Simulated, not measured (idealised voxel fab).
This is a process module. Its name is voxel capacitor over wiring.
Displayed cross-section: cut, width of 245 nm, square cells sized 5 nm.
Heads up, the way a cross-section reads in here is a grid of square cells, handed over as bands from the top down, with every band being one or more rows of cells. In this notation a band is specified by the heights of its top and bottom, in that order and in nm, after which its materials appear from left to right, each paired with its width in nm. The word "everywhere" attached to a single material means that material fills the band from edge to edge; the word "air" stands for empty space. Basically, 0 is our baseline, since under it the wafer straight out of the box is all one material. The bottom band has no lower end and keeps on going down, so it looks like "0 nm and below". Read "30..40" as a graded width: first number on top, second number at the bottom, same change between each pair of neighbouring rows. "nothing altered" after a step means that no cell of the cross-section changed. The list in "Closed internal cavities" covers empty spaces of 8 cells or more that cannot reach the top through any open way, and it gives each as width x height at distance; the distance is from the left edge, and width, height and distance are in nm. Formally, on a step line, whatever follows the settings is a remark that the simulator itself makes on the step. When a step includes a mask, the "overlay nm" setting on its line states how far to the right of its planned place that mask lay, and negative values state how far to the left.
[These are the steps we planned for the process]
- 1: RECEIVE [material Si]
- 2: CONFORMAL_DEP [material SiO2] [thk nm 15]
- 3: DIRECTIONAL_DEP [material TiN] [thk nm 5]
- 4: DIRECTIONAL_DEP [material Ru] [thk nm 25]
- 5: PATTERN [tone cover] [mask id METAL_1] [material resist] [width nm 20] [pitch nm 75] [thk nm 20] [overlay nm 0]
- 6: DIRECTIONAL_ETCH [etch materials Ru] [depth nm 25]
- 7: DIRECTIONAL_ETCH [etch materials TiN] [depth nm 5]
- 8: STRIP [etch materials resist]
- 9: CONFORMAL_DEP [material SiCN] [thk nm 5]
- 10: FILL_DEP [material SiO2] [thk nm 5]
- 11: CMP [height nm 45]
- 12: CONFORMAL_DEP [material SiCN] [thk nm 5]
- 13: DIRECTIONAL_DEP [material lowk] [thk nm 20]
- 14: MASKED_ETCH [tone open] [mask id PLUG_1] [width nm 15] [etch materials lowk] [depth nm 20] [overlay nm 0]
- 15: MASKED_ETCH [tone open] [mask id PLUG_1] [width nm 15] [etch materials SiCN] [depth nm 5] [overlay nm 0]
- 16: CONFORMAL_DEP [material TiN] [thk nm 5]
- 17: FILL_DEP [material W] [thk nm 10]
- 18: CMP [height nm 70]
- 19: DIRECTIONAL_DEP [material TiN] [thk nm 5]
- 20: DIRECTIONAL_DEP [material SiN] [thk nm 5]
- 21: DIRECTIONAL_DEP [material TiN] [thk nm 10]
- 22: DIRECTIONAL_DEP [material aC] [thk nm 10]
- 23: PATTERN [tone cover] [mask id UPPER_PLATE] [material resist] [width nm 60] [thk nm 25] [overlay nm 0]
- 24: DIRECTIONAL_ETCH [etch materials aC] [depth nm 10]
- 25: STRIP [etch materials resist]
- 26: DIRECTIONAL_ETCH [etch materials TiN] [depth nm 10]
- 27: DIRECTIONAL_ETCH [etch materials SiN] [depth nm 5]
- 28: STRIP [etch materials aC]
- 29: PATTERN [tone cover] [mask id LOWER_PLATE] [material resist] [width nm 70] [thk nm 15] [overlay nm 0]
- 30: DIRECTIONAL_ETCH [etch materials TiN] [depth nm 5]
- 31: STRIP [etch materials resist]
- 32: FILL_DEP [material SiO2] [thk nm 20]
- 33: CMP [height nm 105]
- 34: PATTERN [tone open] [mask id PLUG_2] [material resist] [width nm 15] [thk nm 20] [overlay nm 0]
- 35: DIRECTIONAL_ETCH [etch materials SiO2] [depth nm 15]
- 36: STRIP [etch materials resist]
- 37: CONFORMAL_DEP [material TiN] [thk nm 5]
- 38: FILL_DEP [material Ru] [thk nm 10]
- 39: CMP [height nm 105]
- 40: CONFORMAL_DEP [material SiN] [thk nm 5]
[The first of two wafers, run as planned]
[Incoming wafer in cross-section (state: after step 1)]
  0 nm and below | Si everywhere
  Closed internal cavities: none
[after step 2]
  15 nm to 0 nm | SiO2 everywhere
  Under the height 0 nothing was changed.
[after step 3]
  20 nm to 15 nm | TiN everywhere
  Under the height 15 nothing was changed.
[after step 4]
  45 nm to 20 nm | Ru everywhere
  Under the height 20 nothing was changed.
[after step 5]
  65 nm to 45 nm | 75 nm air, then 20 nm resist, then 55 nm air, then 20 nm resist, then 75 nm air
  Under the height 45 nothing was changed.
[after step 6]
  65 nm to 45 nm | 75 nm air, then 20 nm resist, then 55 nm air, then 20 nm resist, then 75 nm air
  45 nm to 20 nm | 75 nm air, then 20 nm Ru, then 55 nm air, then 20 nm Ru, then 75 nm air
  Under the height 20 nothing was changed.
[after step 7]
  65 nm to 45 nm | 75 nm air, then 20 nm resist, then 55 nm air, then 20 nm resist, then 75 nm air
  45 nm to 20 nm | 75 nm air, then 20 nm Ru, then 55 nm air, then 20 nm Ru, then 75 nm air
  20 nm to 15 nm | 75 nm air, then 20 nm TiN, then 55 nm air, then 20 nm TiN, then 75 nm air
  Under the height 15 nothing was changed.
[after step 8]
  45 nm to 20 nm | 75 nm air, then 20 nm Ru, then 55 nm air, then 20 nm Ru, then 75 nm air
  Under the height 20 nothing was changed.
[after step 9]
  50 nm to 45 nm | 70 nm air, then 30 nm SiCN, then 45 nm air, then 30 nm SiCN, then 70 nm air
  45 nm to 20 nm | 70 nm air, then 5 nm SiCN, then 20 nm Ru, then 5 nm SiCN, then 45 nm air, then 5 nm SiCN, then 20 nm Ru, then 5 nm SiCN, then 70 nm air
  20 nm to 15 nm | 75 nm SiCN, then 20 nm TiN, then 55 nm SiCN, then 20 nm TiN, then 75 nm SiCN
  Under the height 15 nothing was changed.
[after step 10]
  55 nm to 50 nm | SiO2 everywhere
  50 nm to 45 nm | 70 nm SiO2, then 30 nm SiCN, then 45 nm SiO2, then 30 nm SiCN, then 70 nm SiO2
  45 nm to 20 nm | 70 nm SiO2, then 5 nm SiCN, then 20 nm Ru, then 5 nm SiCN, then 45 nm SiO2, then 5 nm SiCN, then 20 nm Ru, then 5 nm SiCN, then 70 nm SiO2
  Under the height 20 nothing was changed.
[after step 11]
  45 nm to 20 nm | 70 nm SiO2, then 5 nm SiCN, then 20 nm Ru, then 5 nm SiCN, then 45 nm SiO2, then 5 nm SiCN, then 20 nm Ru, then 5 nm SiCN, then 70 nm SiO2
  Under the height 20 nothing was changed.
[after step 12]
  50 nm to 45 nm | SiCN everywhere
  Under the height 45 nothing was changed.
[after step 13]
  70 nm to 50 nm | lowk everywhere
  Under the height 50 nothing was changed.
[after step 14]
  70 nm to 50 nm | 80 nm lowk, then 15 nm air, then 150 nm lowk
  Under the height 50 nothing was changed.
[after step 15]
  70 nm to 50 nm | 80 nm lowk, then 15 nm air, then 150 nm lowk
  50 nm to 45 nm | 80 nm SiCN, then 15 nm air, then 150 nm SiCN
  Under the height 45 nothing was changed.
[after step 16]
  75 nm to 70 nm | 85 nm TiN, then 5 nm air, then 155 nm TiN
  70 nm to 50 nm | 80 nm lowk, then 5 nm TiN, then 5 nm air, then 5 nm TiN, then 150 nm lowk
  50 nm to 45 nm | 80 nm SiCN, then 15 nm TiN, then 150 nm SiCN
  Under the height 45 nothing was changed.
[after step 17]
  85 nm to 75 nm | W everywhere
  75 nm to 70 nm | 85 nm TiN, then 5 nm W, then 155 nm TiN
  70 nm to 50 nm | 80 nm lowk, then 5 nm TiN, then 5 nm W, then 5 nm TiN, then 150 nm lowk
  Under the height 50 nothing was changed.
[after step 18]
  70 nm to 50 nm | 80 nm lowk, then 5 nm TiN, then 5 nm W, then 5 nm TiN, then 150 nm lowk
  Under the height 50 nothing was changed.
[after step 19]
  75 nm to 70 nm | TiN everywhere
  Under the height 70 nothing was changed.
[after step 20]
  80 nm to 75 nm | SiN everywhere
  Under the height 75 nothing was changed.
[after step 21]
  90 nm to 80 nm | TiN everywhere
  Under the height 80 nothing was changed.
[after step 22]
  100 nm to 90 nm | aC everywhere
  Under the height 90 nothing was changed.
[after step 23]
  125 nm to 100 nm | 80 nm air, then 60 nm resist, then 105 nm air
  Under the height 100 nothing was changed.
[after step 24]
  115 nm to 100 nm | 80 nm air, then 60 nm resist, then 105 nm air
  100 nm to 90 nm | 80 nm air, then 60 nm aC, then 105 nm air
  Under the height 90 nothing was changed.
[after step 25]
  100 nm to 90 nm | 80 nm air, then 60 nm aC, then 105 nm air
  Under the height 90 nothing was changed.
[after step 26]
  100 nm to 90 nm | 80 nm air, then 60 nm aC, then 105 nm air
  90 nm to 80 nm | 80 nm air, then 60 nm TiN, then 105 nm air
  Under the height 80 nothing was changed.
[after step 27]
  100 nm to 90 nm | 80 nm air, then 60 nm aC, then 105 nm air
  90 nm to 80 nm | 80 nm air, then 60 nm TiN, then 105 nm air
  80 nm to 75 nm | 80 nm air, then 60 nm SiN, then 105 nm air
  Under the height 75 nothing was changed.
[after step 28]
  90 nm to 80 nm | 80 nm air, then 60 nm TiN, then 105 nm air
  Under the height 80 nothing was changed.
[after step 29]
  105 nm to 90 nm | 75 nm air, then 70 nm resist, then 100 nm air
  90 nm to 80 nm | 75 nm air, then 5 nm resist, then 60 nm TiN, then 5 nm resist, then 100 nm air
  80 nm to 75 nm | 75 nm air, then 5 nm resist, then 60 nm SiN, then 5 nm resist, then 100 nm air
  Under the height 75 nothing was changed.
[after step 30]
  105 nm to 90 nm | 75 nm air, then 70 nm resist, then 100 nm air
  90 nm to 80 nm | 75 nm air, then 5 nm resist, then 60 nm TiN, then 5 nm resist, then 100 nm air
  80 nm to 75 nm | 75 nm air, then 5 nm resist, then 60 nm SiN, then 5 nm resist, then 100 nm air
  75 nm to 70 nm | 75 nm air, then 70 nm TiN, then 100 nm air
  Under the height 70 nothing was changed.
[after step 31]
  90 nm to 80 nm | 80 nm air, then 60 nm TiN, then 105 nm air
  80 nm to 75 nm | 80 nm air, then 60 nm SiN, then 105 nm air
  Under the height 75 nothing was changed.
[after step 32]
  110 nm to 90 nm | SiO2 everywhere
  90 nm to 80 nm | 80 nm SiO2, then 60 nm TiN, then 105 nm SiO2
  80 nm to 75 nm | 80 nm SiO2, then 60 nm SiN, then 105 nm SiO2
  75 nm to 70 nm | 75 nm SiO2, then 70 nm TiN, then 100 nm SiO2
  Under the height 70 nothing was changed.
[after step 33]
  105 nm to 90 nm | SiO2 everywhere
  Under the height 90 nothing was changed.
[after step 34]
  125 nm to 105 nm | 90 nm resist, then 15 nm air, then 140 nm resist
  Under the height 105 nothing was changed.
[after step 35]
  125 nm to 105 nm | 90 nm resist, then 15 nm air, then 140 nm resist
  105 nm to 90 nm | 90 nm SiO2, then 15 nm air, then 140 nm SiO2
  Under the height 90 nothing was changed.
[after step 36]
  105 nm to 90 nm | 90 nm SiO2, then 15 nm air, then 140 nm SiO2
  Under the height 90 nothing was changed.
[after step 37]
  110 nm to 105 nm | 95 nm TiN, then 5 nm air, then 145 nm TiN
  105 nm to 95 nm | 90 nm SiO2, then 5 nm TiN, then 5 nm air, then 5 nm TiN, then 140 nm SiO2
  95 nm to 90 nm | 90 nm SiO2, then 15 nm TiN, then 140 nm SiO2
  Under the height 90 nothing was changed.
[after step 38]
  120 nm to 110 nm | Ru everywhere
  110 nm to 105 nm | 95 nm TiN, then 5 nm Ru, then 145 nm TiN
  105 nm to 95 nm | 90 nm SiO2, then 5 nm TiN, then 5 nm Ru, then 5 nm TiN, then 140 nm SiO2
  Under the height 95 nothing was changed.
[after step 39]
  105 nm to 95 nm | 90 nm SiO2, then 5 nm TiN, then 5 nm Ru, then 5 nm TiN, then 140 nm SiO2
  Under the height 95 nothing was changed.
[after step 40]
  110 nm to 105 nm | SiN everywhere
  Under the height 105 nothing was changed.
[For the second wafer, take the first wafer's start and plan, then add one mistake made in running it; everything through step 2, that step included, is shared with the first]
Second wafer, sectioned view, at step 3's planned end time: nothing altered
[Second wafer, sectioned view, at step 4's planned end time]
  40 nm to 15 nm | Ru everywhere
  Under the height 15 nothing was changed.
[Second wafer, sectioned view, at step 5's planned end time]
  60 nm to 40 nm | 75 nm air, then 20 nm resist, then 55 nm air, then 20 nm resist, then 75 nm air
  Under the height 40 nothing was changed.
[Second wafer, sectioned view, at step 6's planned end time]
  60 nm to 40 nm | 75 nm air, then 20 nm resist, then 55 nm air, then 20 nm resist, then 75 nm air
  40 nm to 15 nm | 75 nm air, then 20 nm Ru, then 55 nm air, then 20 nm Ru, then 75 nm air
  Under the height 15 nothing was changed.
Second wafer, sectioned view, at step 7's planned end time: nothing altered
[Second wafer, sectioned view, at step 8's planned end time]
  40 nm to 15 nm | 75 nm air, then 20 nm Ru, then 55 nm air, then 20 nm Ru, then 75 nm air
  Under the height 15 nothing was changed.
[Second wafer, sectioned view, at step 9's planned end time]
  45 nm to 40 nm | 70 nm air, then 30 nm SiCN, then 45 nm air, then 30 nm SiCN, then 70 nm air
  40 nm to 20 nm | 70 nm air, then 5 nm SiCN, then 20 nm Ru, then 5 nm SiCN, then 45 nm air, then 5 nm SiCN, then 20 nm Ru, then 5 nm SiCN, then 70 nm air
  20 nm to 15 nm | 75 nm SiCN, then 20 nm Ru, then 55 nm SiCN, then 20 nm Ru, then 75 nm SiCN
  Under the height 15 nothing was changed.
[Second wafer, sectioned view, at step 10's planned end time]
  50 nm to 45 nm | SiO2 everywhere
  45 nm to 40 nm | 70 nm SiO2, then 30 nm SiCN, then 45 nm SiO2, then 30 nm SiCN, then 70 nm SiO2
  40 nm to 20 nm | 70 nm SiO2, then 5 nm SiCN, then 20 nm Ru, then 5 nm SiCN, then 45 nm SiO2, then 5 nm SiCN, then 20 nm Ru, then 5 nm SiCN, then 70 nm SiO2
  Under the height 20 nothing was changed.
[Second wafer, sectioned view, at step 11's planned end time]
  45 nm to 40 nm | 70 nm SiO2, then 30 nm SiCN, then 45 nm SiO2, then 30 nm SiCN, then 70 nm SiO2
  Under the height 40 nothing was changed.
[Second wafer, sectioned view, at step 12's planned end time]
  50 nm to 45 nm | SiCN everywhere
  Under the height 45 nothing was changed.
[Second wafer, sectioned view, at step 13's planned end time]
  70 nm to 50 nm | lowk everywhere
  Under the height 50 nothing was changed.
[Second wafer, sectioned view, at step 14's planned end time]
  70 nm to 50 nm | 80 nm lowk, then 15 nm air, then 150 nm lowk
  Under the height 50 nothing was changed.
[Second wafer, sectioned view, at step 15's planned end time]
  70 nm to 50 nm | 80 nm lowk, then 15 nm air, then 150 nm lowk
  50 nm to 45 nm | 80 nm SiCN, then 15 nm air, then 150 nm SiCN
  Under the height 45 nothing was changed.
[Second wafer, sectioned view, at step 16's planned end time]
  75 nm to 70 nm | 85 nm TiN, then 5 nm air, then 155 nm TiN
  70 nm to 50 nm | 80 nm lowk, then 5 nm TiN, then 5 nm air, then 5 nm TiN, then 150 nm lowk
  50 nm to 45 nm | 80 nm SiCN, then 15 nm TiN, then 150 nm SiCN
  Under the height 45 nothing was changed.
[Second wafer, sectioned view, at step 17's planned end time]
  85 nm to 75 nm | W everywhere
  75 nm to 70 nm | 85 nm TiN, then 5 nm W, then 155 nm TiN
  70 nm to 50 nm | 80 nm lowk, then 5 nm TiN, then 5 nm W, then 5 nm TiN, then 150 nm lowk
  Under the height 50 nothing was changed.
[Second wafer, sectioned view, at step 18's planned end time]
  70 nm to 50 nm | 80 nm lowk, then 5 nm TiN, then 5 nm W, then 5 nm TiN, then 150 nm lowk
  Under the height 50 nothing was changed.
[Second wafer, sectioned view, at step 19's planned end time]
  75 nm to 70 nm | TiN everywhere
  Under the height 70 nothing was changed.
[Second wafer, sectioned view, at step 20's planned end time]
  80 nm to 75 nm | SiN everywhere
  Under the height 75 nothing was changed.
[Second wafer, sectioned view, at step 21's planned end time]
  90 nm to 80 nm | TiN everywhere
  Under the height 80 nothing was changed.
[Second wafer, sectioned view, at step 22's planned end time]
  100 nm to 90 nm | aC everywhere
  Under the height 90 nothing was changed.
[Second wafer, sectioned view, at step 23's planned end time]
  125 nm to 100 nm | 80 nm air, then 60 nm resist, then 105 nm air
  Under the height 100 nothing was changed.
[Second wafer, sectioned view, at step 24's planned end time]
  115 nm to 100 nm | 80 nm air, then 60 nm resist, then 105 nm air
  100 nm to 90 nm | 80 nm air, then 60 nm aC, then 105 nm air
  Under the height 90 nothing was changed.
[Second wafer, sectioned view, at step 25's planned end time]
  100 nm to 90 nm | 80 nm air, then 60 nm aC, then 105 nm air
  Under the height 90 nothing was changed.
[Second wafer, sectioned view, at step 26's planned end time]
  100 nm to 90 nm | 80 nm air, then 60 nm aC, then 105 nm air
  90 nm to 80 nm | 80 nm air, then 60 nm TiN, then 105 nm air
  Under the height 80 nothing was changed.
[Second wafer, sectioned view, at step 27's planned end time]
  100 nm to 90 nm | 80 nm air, then 60 nm aC, then 105 nm air
  90 nm to 80 nm | 80 nm air, then 60 nm TiN, then 105 nm air
  80 nm to 75 nm | 80 nm air, then 60 nm SiN, then 105 nm air
  Under the height 75 nothing was changed.
[Second wafer, sectioned view, at step 28's planned end time]
  90 nm to 80 nm | 80 nm air, then 60 nm TiN, then 105 nm air
  Under the height 80 nothing was changed.
[Second wafer, sectioned view, at step 29's planned end time]
  105 nm to 90 nm | 75 nm air, then 70 nm resist, then 100 nm air
  90 nm to 80 nm | 75 nm air, then 5 nm resist, then 60 nm TiN, then 5 nm resist, then 100 nm air
  80 nm to 75 nm | 75 nm air, then 5 nm resist, then 60 nm SiN, then 5 nm resist, then 100 nm air
  Under the height 75 nothing was changed.
[Second wafer, sectioned view, at step 30's planned end time]
  105 nm to 90 nm | 75 nm air, then 70 nm resist, then 100 nm air
  90 nm to 80 nm | 75 nm air, then 5 nm resist, then 60 nm TiN, then 5 nm resist, then 100 nm air
  80 nm to 75 nm | 75 nm air, then 5 nm resist, then 60 nm SiN, then 5 nm resist, then 100 nm air
  75 nm to 70 nm | 75 nm air, then 70 nm TiN, then 100 nm air
  Under the height 70 nothing was changed.
[Second wafer, sectioned view, at step 31's planned end time]
  90 nm to 80 nm | 80 nm air, then 60 nm TiN, then 105 nm air
  80 nm to 75 nm | 80 nm air, then 60 nm SiN, then 105 nm air
  Under the height 75 nothing was changed.
[Second wafer, sectioned view, at step 32's planned end time]
  110 nm to 90 nm | SiO2 everywhere
  90 nm to 80 nm | 80 nm SiO2, then 60 nm TiN, then 105 nm SiO2
  80 nm to 75 nm | 80 nm SiO2, then 60 nm SiN, then 105 nm SiO2
  75 nm to 70 nm | 75 nm SiO2, then 70 nm TiN, then 100 nm SiO2
  Under the height 70 nothing was changed.
[Second wafer, sectioned view, at step 33's planned end time]
  105 nm to 90 nm | SiO2 everywhere
  Under the height 90 nothing was changed.
[Second wafer, sectioned view, at step 34's planned end time]
  125 nm to 105 nm | 90 nm resist, then 15 nm air, then 140 nm resist
  Under the height 105 nothing was changed.
[Second wafer, sectioned view, at step 35's planned end time]
  125 nm to 105 nm | 90 nm resist, then 15 nm air, then 140 nm resist
  105 nm to 90 nm | 90 nm SiO2, then 15 nm air, then 140 nm SiO2
  Under the height 90 nothing was changed.
[Second wafer, sectioned view, at step 36's planned end time]
  105 nm to 90 nm | 90 nm SiO2, then 15 nm air, then 140 nm SiO2
  Under the height 90 nothing was changed.
[Second wafer, sectioned view, at step 37's planned end time]
  110 nm to 105 nm | 95 nm TiN, then 5 nm air, then 145 nm TiN
  105 nm to 95 nm | 90 nm SiO2, then 5 nm TiN, then 5 nm air, then 5 nm TiN, then 140 nm SiO2
  95 nm to 90 nm | 90 nm SiO2, then 15 nm TiN, then 140 nm SiO2
  Under the height 90 nothing was changed.
[Second wafer, sectioned view, at step 38's planned end time]
  120 nm to 110 nm | Ru everywhere
  110 nm to 105 nm | 95 nm TiN, then 5 nm Ru, then 145 nm TiN
  105 nm to 95 nm | 90 nm SiO2, then 5 nm TiN, then 5 nm Ru, then 5 nm TiN, then 140 nm SiO2
  Under the height 95 nothing was changed.
[Second wafer, sectioned view, at step 39's planned end time]
  105 nm to 95 nm | 90 nm SiO2, then 5 nm TiN, then 5 nm Ru, then 5 nm TiN, then 140 nm SiO2
  Under the height 95 nothing was changed.
[Second wafer, sectioned view, at step 40's planned end time]
  110 nm to 105 nm | SiN everywhere
  Under the height 105 nothing was changed.
Error vs. plan: the plan's step 3 went unexecuted, having been skipped
At the finish, the second wafer shows more or fewer cells for some materials than the first does: +8 SiCN; -8 TiN
